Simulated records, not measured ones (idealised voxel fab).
process module | voxel lift off
cross-section cut | 270 nm wide | cells 5 nm
A cross-section is a grid of square cells, given in bands from the top down. A band is one or more rows of cells.
Each band's line starts with the height of the band's top and of its bottom, in nm. Then come its materials from left to right, each with its width in nm. One material with "throughout" fills the band from edge to edge. "air" is empty space.
Height 0 is the level under which the wafer as received is all one material. The lowest band goes on downwards, as in "0 down".
A width such as "30 to 40" changes by the same amount from each row of cells to the next, from the band's top row to its bottom row.
"no change" after a step means that no cell of the cross-section changed.
closed voids: empty space of 8 cells or more with no open way to the top, each as width x height at its distance from the left edge, in nm
after a step's settings: what the simulator itself notes on the step
overlay nm, on a step with a mask: how far to the right of its planned place the mask lay; to the left if negative
plan
1 op RECEIVE | material Si
2 op CONFORMAL_DEP | material SiO2 | thk nm 5
3 op PATTERN | tone open | mask id LINES | material resist | width nm 25 | pitch nm 50 | thk nm 30 | overlay nm 0
4 op DIRECTIONAL_DEP | material Ru | thk nm 15
5 op STRIP | etch materials resist
6 op CONFORMAL_DEP | material SiO2 | thk nm 10
as received, after step 1
  0 down: Si throughout
  closed voids: none
first wafer at the end, as planned
  30 to 20: air 35 | SiO2 45 | air 5 | SiO2 45 | air 5 | SiO2 45 | air 5 | SiO2 45 | air 40
  20 to 15: air 35 | SiO2 10 | Ru 25 | SiO2 10 | air 5 | SiO2 10 | Ru 25 | SiO2 10 | air 5 | SiO2 10 | Ru 25 | SiO2 10 | air 5 | SiO2 10 | Ru 25 | SiO2 10 | air 40
  15 to 5: SiO2 45 | Ru 25 | SiO2 25 | Ru 25 | SiO2 25 | Ru 25 | SiO2 25 | Ru 25 | SiO2 50
  5 to 0: SiO2 throughout
  0 down: Si throughout
  closed voids: none
second wafer at the end: like start, like plan, one mistake
  40 to 30: air 35 | SiO2 45 | air 5 | SiO2 45 | air 5 | SiO2 45 | air 5 | SiO2 45 | air 40
  30 to 15: air 35 | SiO2 10 | Ru 25 | SiO2 10 | air 5 | SiO2 10 | Ru 25 | SiO2 10 | air 5 | SiO2 10 | Ru 25 | SiO2 10 | air 5 | SiO2 10 | Ru 25 | SiO2 10 | air 40
  15 to 5: SiO2 45 | Ru 25 | SiO2 25 | Ru 25 | SiO2 25 | Ru 25 | SiO2 25 | Ru 25 | SiO2 50
  5 to 0: SiO2 throughout
  0 down: Si throughout
  closed voids: none
what went wrong: step 4 ran as: op DIRECTIONAL_DEP | material Ru | thk nm 25
at the end the second wafer has, in cells: 40 more of Ru | 32 more of SiO2
